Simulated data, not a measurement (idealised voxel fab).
This is a process module. Its name is voxel spacer lines.
Pictured: cross-section cut, 200 nm wide, on a grid of 5 nm square cells.
Cross-sections here: square-cell grids, written as top-down lists of bands, a band being one or more rows of cells.
Top height, bottom height, nm. Materials left to right, width each, nm. Single material + "full width" = fills band edge to edge. "blank" = empty.
Height reference: 0 = level under which incoming wafer is all one material. Lowest band: no bottom, runs on downward, e.g. "0..down".
When a width is written as two numbers, as in "30 to 40", the first number is the width in the top row of cells of the band and the second is the width in its bottom row, and the width changes by the same amount from each row to the next.
For the purposes of this document, the phrase "nothing altered" attached to a step denotes that no cell within the cross-section was modified by that step.
Closed internal cavities: empty space of 8 cells or more with no open way to the top, each as width x height at its distance from the left edge, in nm
What comes after the settings on a step's line is commentary from the simulator itself on that step.
"overlay nm" denotes, for a step that has a mask, the displacement of the mask to the right of its planned place, with negative values corresponding to the left.
-- Here's what the planned process steps look like
1. RECEIVE,material Si
2. CONFORMAL_DEP,material Al2O3,thk nm 5
3. DIRECTIONAL_DEP,material W,thk nm 15
4. DIRECTIONAL_DEP,material polySi,thk nm 25
5. PATTERN,tone cover,mask id MANDREL,material resist,width nm 20,pitch nm 70,thk nm 35,overlay nm -15
6. DIRECTIONAL_ETCH,etch materials polySi,depth nm 25
7. STRIP,etch materials resist
8. CONFORMAL_DEP,material SiN,thk nm 15
9. DIRECTIONAL_ETCH,etch materials SiN,depth nm 15
10. STRIP,etch materials polySi
11. DIRECTIONAL_ETCH,etch materials W,depth nm 15
12. STRIP,etch materials SiN
13. FILL_DEP,material lowk,thk nm 5
14. CMP,height nm 20
Be aware that, although all wafers share a common starting state, the overlay nm at step 5 differs among them, and the plan displays the first wafer's value.
-- First of several wafers, received after step 1, in cross-section
> 0..down  Si full width
> Closed internal cavities: none
-- So in this table every wafer gets its own row, and what you see is where it stands at the end of the module: for each material, how many cells it picked up (+) or gave up (-) since we received it, and after that its closed voids
overlay nm -15 | +40 Al2O3 | +36 W | +84 lowk | Closed internal cavities: none
overlay nm -10 | +40 Al2O3 | +36 W | +84 lowk | Closed internal cavities: none
overlay nm -5 | +40 Al2O3 | +36 W | +84 lowk | Closed internal cavities: none
overlay nm 0 | +40 Al2O3 | +36 W | +84 lowk | Closed internal cavities: none
overlay nm 5 | +40 Al2O3 | +36 W | +84 lowk | Closed internal cavities: none
overlay nm 10 | +40 Al2O3 | +36 W | +84 lowk | Closed internal cavities: none
overlay nm 15 | +40 Al2O3 | +36 W | +84 lowk | Closed internal cavities: none
